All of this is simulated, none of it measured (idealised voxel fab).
The process module that follows is named voxel wiring stack.
Square cells of 5 nm make up the cross-section cut, whose width is 230 nm.
Cross-section = grid of square cells, listed top down in bands; band = one or more rows. Look at the band entry: it leads with the top's height and the bottom's height in nm. Then it lists the materials left to right, with a width in nm for each. The word "everywhere" on a single material says that material fills the band edge to edge. The word "blank" is empty space. Heads up on the height convention: 0 is the point under which the incoming wafer is all one material, and the lowest band has no bottom, it just keeps going down, like "0 and below". Per-row width for "30->40": begins at first number (top row of band), ends at second number (bottom row), increment between rows held constant. Where a step carries "nothing altered", the cross-section came out of it unchanged, cell for cell. "Sealed internal cavities": sealed empty spaces, 8 cells or more, no open way to top, listed width x height at distance, with distance from the left edge and width, height and distance in nm. Whatever follows a step's settings on its line is a remark the simulator itself makes about that step. overlay nm: step with mask; distance mask lay right of planned place; negative value = left of planned place.

Process steps foreseen in the plan
1 RECEIVE (material Si)
2 CONFORMAL_DEP (material SiO2; thk nm 10)
3 CONFORMAL_DEP (material SiCN; thk nm 5)
4 DIRECTIONAL_DEP (material lowk; thk nm 25)
5 DIRECTIONAL_DEP (material aC; thk nm 10)
6 PATTERN (tone open; mask id METAL_1; material resist; width nm 30; pitch nm 45; thk nm 25; overlay nm 0)
7 DIRECTIONAL_ETCH (etch materials aC; depth nm 10)
8 STRIP (etch materials resist)
9 DIRECTIONAL_ETCH (etch materials lowk; depth nm 25)
10 DIRECTIONAL_ETCH (etch materials SiCN; depth nm 5)
11 STRIP (etch materials aC)
12 CONFORMAL_DEP (material TiN; thk nm 5)
13 FILL_DEP (material Cu; thk nm 5)
14 CMP (height nm 40)
15 CONFORMAL_DEP (material SiCN; thk nm 5)
16 DIRECTIONAL_DEP (material SiO2; thk nm 30)
17 MASKED_ETCH (tone open; mask id METAL_2; width nm 30; pitch nm 45; etch materials SiO2; depth nm 20; overlay nm 0)
18 DIRECTIONAL_DEP (material aC; thk nm 15)
19 PATTERN (tone open; mask id METAL_2_HOLES; material resist; width nm 15; pitch nm 45; thk nm 30; overlay nm 0)
20 DIRECTIONAL_ETCH (etch materials aC; depth nm 15)
21 STRIP (etch materials resist)
22 DIRECTIONAL_ETCH (etch materials SiO2; depth nm 10)
23 DIRECTIONAL_ETCH (etch materials SiCN; depth nm 5)
24 STRIP (etch materials aC)
25 CONFORMAL_DEP (material TiN; thk nm 5)
26 FILL_DEP (material Cu; thk nm 10)
27 CMP (height nm 75)
28 CONFORMAL_DEP (material SiCN; thk nm 5)
29 DIRECTIONAL_DEP (material lowk; thk nm 30)
30 MASKED_ETCH (tone open; mask id METAL_3; width nm 30; pitch nm 45; etch materials lowk; depth nm 20; overlay nm 0)
31 DIRECTIONAL_DEP (material aC; thk nm 15)
32 PATTERN (tone open; mask id METAL_3_HOLES; material resist; width nm 15; pitch nm 45; thk nm 30; overlay nm 0)
33 DIRECTIONAL_ETCH (etch materials aC; depth nm 15)
34 STRIP (etch materials resist)
35 DIRECTIONAL_ETCH (etch materials lowk; depth nm 10)
36 DIRECTIONAL_ETCH (etch materials SiCN; depth nm 5)
37 STRIP (etch materials aC)
38 CONFORMAL_DEP (material TiN; thk nm 5)
39 FILL_DEP (material Ru; thk nm 5)
40 CMP (height nm 110)
41 CONFORMAL_DEP (material SiCN; thk nm 5)

Cross-section: wafer on arrival = after step 1
> 0 and below  Si everywhere
> Sealed internal cavities: none

First wafer of two, sectioned at end of module; run went per plan
> 115 down to 110  SiCN everywhere
> 110 down to 95  lowk: 30  TiN: 5  Ru: 20  TiN: 5  lowk: 15  TiN: 5  Ru: 20  TiN: 5  lowk: 15  TiN: 5  Ru: 20  TiN: 5  lowk: 15  TiN: 5  Ru: 20  TiN: 5  lowk: 35
> 95 down to 90  lowk: 30  TiN: 5  Ru: 5  TiN: 20  lowk: 15  TiN: 5  Ru: 5  TiN: 20  lowk: 15  TiN: 5  Ru: 5  TiN: 20  lowk: 15  TiN: 5  Ru: 5  TiN: 20  lowk: 35
> 90 down to 80  lowk: 30  TiN: 5  Ru: 5  TiN: 5  lowk: 30  TiN: 5  Ru: 5  TiN: 5  lowk: 30  TiN: 5  Ru: 5  TiN: 5  lowk: 30  TiN: 5  Ru: 5  TiN: 5  lowk: 50
> 80 down to 75  SiCN: 30  TiN: 15  SiCN: 30  TiN: 15  SiCN: 30  TiN: 15  SiCN: 30  TiN: 15  SiCN: 50
> 75 down to 60  SiO2: 30  TiN: 5  Cu: 20  TiN: 5  SiO2: 15  TiN: 5  Cu: 20  TiN: 5  SiO2: 15  TiN: 5  Cu: 20  TiN: 5  SiO2: 15  TiN: 5  Cu: 20  TiN: 5  SiO2: 35
> 60 down to 55  SiO2: 30  TiN: 5  Cu: 5  TiN: 20  SiO2: 15  TiN: 5  Cu: 5  TiN: 20  SiO2: 15  TiN: 5  Cu: 5  TiN: 20  SiO2: 15  TiN: 5  Cu: 5  TiN: 20  SiO2: 35
> 55 down to 45  SiO2: 30  TiN: 5  Cu: 5  TiN: 5  SiO2: 30  TiN: 5  Cu: 5  TiN: 5  SiO2: 30  TiN: 5  Cu: 5  TiN: 5  SiO2: 30  TiN: 5  Cu: 5  TiN: 5  SiO2: 50
> 45 down to 40  SiCN: 30  TiN: 15  SiCN: 30  TiN: 15  SiCN: 30  TiN: 15  SiCN: 30  TiN: 15  SiCN: 50
> 40 down to 15  lowk: 30  TiN: 5  Cu: 20  TiN: 5  lowk: 15  TiN: 5  Cu: 20  TiN: 5  lowk: 15  TiN: 5  Cu: 20  TiN: 5  lowk: 15  TiN: 5  Cu: 20  TiN: 5  lowk: 35
> 15 down to 10  SiCN: 30  TiN: 30  SiCN: 15  TiN: 30  SiCN: 15  TiN: 30  SiCN: 15  TiN: 30  SiCN: 35
> 10 down to 0  SiO2 everywhere
> 0 and below  Si everywhere
> Sealed internal cavities: none

Now the second wafer, cross-sectioned at the end of the module. Nothing different at the start, nothing different in the plan compared with the first, just one mistake when it was actually run
> 115 down to 110  SiCN everywhere
> 110 down to 95  lowk: 30  TiN: 5  Ru: 20  TiN: 5  lowk: 15  TiN: 5  Ru: 20  TiN: 5  lowk: 15  TiN: 5  Ru: 20  TiN: 5  lowk: 15  TiN: 5  Ru: 20  TiN: 5  lowk: 35
> 95 down to 90  lowk: 30  TiN: 5  Ru: 5  TiN: 20  lowk: 15  TiN: 5  Ru: 5  TiN: 20  lowk: 15  TiN: 5  Ru: 5  TiN: 20  lowk: 15  TiN: 5  Ru: 5  TiN: 20  lowk: 35
> 90 down to 80  lowk: 30  TiN: 5  Ru: 5  TiN: 5  lowk: 30  TiN: 5  Ru: 5  TiN: 5  lowk: 30  TiN: 5  Ru: 5  TiN: 5  lowk: 30  TiN: 5  Ru: 5  TiN: 5  lowk: 50
> 80 down to 75  SiCN: 30  TiN: 15  SiCN: 30  TiN: 15  SiCN: 30  TiN: 15  SiCN: 30  TiN: 15  SiCN: 50
> 75 down to 60  SiO2: 30  TiN: 5  Cu: 20  TiN: 5  SiO2: 15  TiN: 5  Cu: 20  TiN: 5  SiO2: 15  TiN: 5  Cu: 20  TiN: 5  SiO2: 15  TiN: 5  Cu: 20  TiN: 5  SiO2: 35
> 60 down to 55  SiO2: 30  TiN: 5  Cu: 5  TiN: 20  SiO2: 15  TiN: 5  Cu: 5  TiN: 20  SiO2: 15  TiN: 5  Cu: 5  TiN: 20  SiO2: 15  TiN: 5  Cu: 5  TiN: 20  SiO2: 35
> 55 down to 45  SiO2: 30  TiN: 5  Cu: 5  TiN: 5  SiO2: 30  TiN: 5  Cu: 5  TiN: 5  SiO2: 30  TiN: 5  Cu: 5  TiN: 5  SiO2: 30  TiN: 5  Cu: 5  TiN: 5  SiO2: 50
> 45 down to 40  SiCN: 30  TiN: 15  SiCN: 30  TiN: 15  SiCN: 30  TiN: 15  SiCN: 30  TiN: 15  SiCN: 50
> 40 down to 15  Cu: 25  TiN: 5  lowk: 30  TiN: 5  Cu: 5  TiN: 5  lowk: 30  TiN: 5  Cu: 5  TiN: 5  lowk: 30  TiN: 5  Cu: 5  TiN: 5  lowk: 30  TiN: 5  Cu: 30
> 15 down to 10  TiN: 30  SiCN: 30  TiN: 15  SiCN: 30  TiN: 15  SiCN: 30  TiN: 15  SiCN: 30  TiN: 35
> 10 down to 0  SiO2 everywhere
> 0 and below  Si everywhere
> Sealed internal cavities: none
Processing error: heads up, step 6 didn't go per plan, it actually ran as PATTERN (tone cover; mask id METAL_1; material resist; width nm 30; pitch nm 45; thk nm 25; overlay nm 0)
The final cell counts differ between the wafers, with the second having more or fewer of some materials than the first: Cu: 10 fewer; SiCN: 2 more; TiN: 2 fewer; lowk: 10 more
